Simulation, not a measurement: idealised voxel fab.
process module | voxel capacitor over wiring
cross-section cut | 195 nm wide | cells 5 nm
A cross-section is a grid of square cells, given in bands from the top down. A band is one or more rows of cells.
Each band's line starts with the height of the band's top and of its bottom, in nm. Then come its materials from left to right, each with its width in nm. One material with "throughout" fills the band from edge to edge. "air" is empty space.
Height 0 is the level under which the wafer as received is all one material. The lowest band goes on downwards, as in "0 down".
A width such as "30 to 40" changes by the same amount from each row of cells to the next, from the band's top row to its bottom row.
"no change" after a step means that no cell of the cross-section changed.
closed voids: empty space of 8 cells or more with no open way to the top, each as width x height at its distance from the left edge, in nm
after a step's settings: what the simulator itself notes on the step
overlay nm, on a step with a mask: how far to the right of its planned place the mask lay; to the left if negative
plan
1 op RECEIVE | material Si
2 op CONFORMAL_DEP | material SiO2 | thk nm 15
3 op DIRECTIONAL_DEP | material TiN | thk nm 5
4 op DIRECTIONAL_DEP | material W | thk nm 25
5 op MASKED_ETCH | tone cover | mask id METAL_1 | width nm 25 | pitch nm 80 | etch materials W | depth nm 25 | overlay nm 0
6 op MASKED_ETCH | tone cover | mask id METAL_1 | width nm 25 | pitch nm 80 | etch materials TiN | depth nm 5 | overlay nm 0
7 op FILL_DEP | material SiO2 | thk nm 10
8 op CMP | height nm 45
9 op CONFORMAL_DEP | material SiCN | thk nm 5
10 op DIRECTIONAL_DEP | material SiO2 | thk nm 20
11 op PATTERN | tone open | mask id PLUG_1 | material resist | width nm 15 | thk nm 20 | overlay nm 0
12 op DIRECTIONAL_ETCH | etch materials SiO2 | depth nm 20
13 op DIRECTIONAL_ETCH | etch materials SiCN | depth nm 5
14 op STRIP | etch materials resist
15 op EPI | material Ru | thk nm 10
16 op EPI | material Ru | thk nm 10
17 op EPI | material Ru | thk nm 5
18 op DIRECTIONAL_DEP | material TiN | thk nm 10
19 op DIRECTIONAL_DEP | material Al2O3 | thk nm 5
20 op DIRECTIONAL_DEP | material TiN | thk nm 5
21 op PATTERN | tone cover | mask id UPPER_PLATE | material resist | width nm 60 | thk nm 15 | overlay nm 0
22 op DIRECTIONAL_ETCH | etch materials TiN | depth nm 5
23 op DIRECTIONAL_ETCH | etch materials Al2O3 | depth nm 5
24 op STRIP | etch materials resist
25 op MASKED_ETCH | tone cover | mask id LOWER_PLATE | width nm 70 | etch materials TiN | depth nm 10 | overlay nm 0
26 op FILL_DEP | material SiO2 | thk nm 15
27 op CMP | height nm 100
28 op PATTERN | tone open | mask id PLUG_2 | material resist | width nm 15 | thk nm 15 | overlay nm 0
29 op DIRECTIONAL_ETCH | etch materials SiO2 | depth nm 10
30 op STRIP | etch materials resist
31 op CONFORMAL_DEP | material TiN | thk nm 5
32 op FILL_DEP | material Ru | thk nm 10
33 op CMP | height nm 100
34 op CONFORMAL_DEP | material SiCN | thk nm 5
as received, after step 1
  0 down: Si throughout
  closed voids: none
a wafer at the end: this start, this plan, one mistake
  105 to 100: SiCN throughout
  100 to 95: SiO2 65 | TiN 15 | SiO2 115
  95 to 90: SiO2 55 | TiN 5 | SiO2 5 | TiN 50 | SiO2 80
  90 to 85: SiO2 55 | Al2O3 5 | TiN 5 | Al2O3 50 | SiO2 80
  85 to 80: Ru 60 | Al2O3 5 | Ru 130
  80 to 75: TiN 55 | Ru 15 | TiN 125
  75 to 70: TiN throughout
  70 to 65: SiO2 55 | TiN 15 | SiO2 125
  65 to 50: SiO2 55 | Ru 15 | SiO2 125
  50 to 45: SiCN 55 | Ru 15 | SiCN 125
  45 to 20: SiO2 45 | W 25 | SiO2 55 | W 25 | SiO2 45
  20 to 15: SiO2 45 | TiN 25 | SiO2 55 | TiN 25 | SiO2 45
  15 to 0: SiO2 throughout
  0 down: Si throughout
  closed voids: none
what went wrong: steps 17 and 18 were swapped
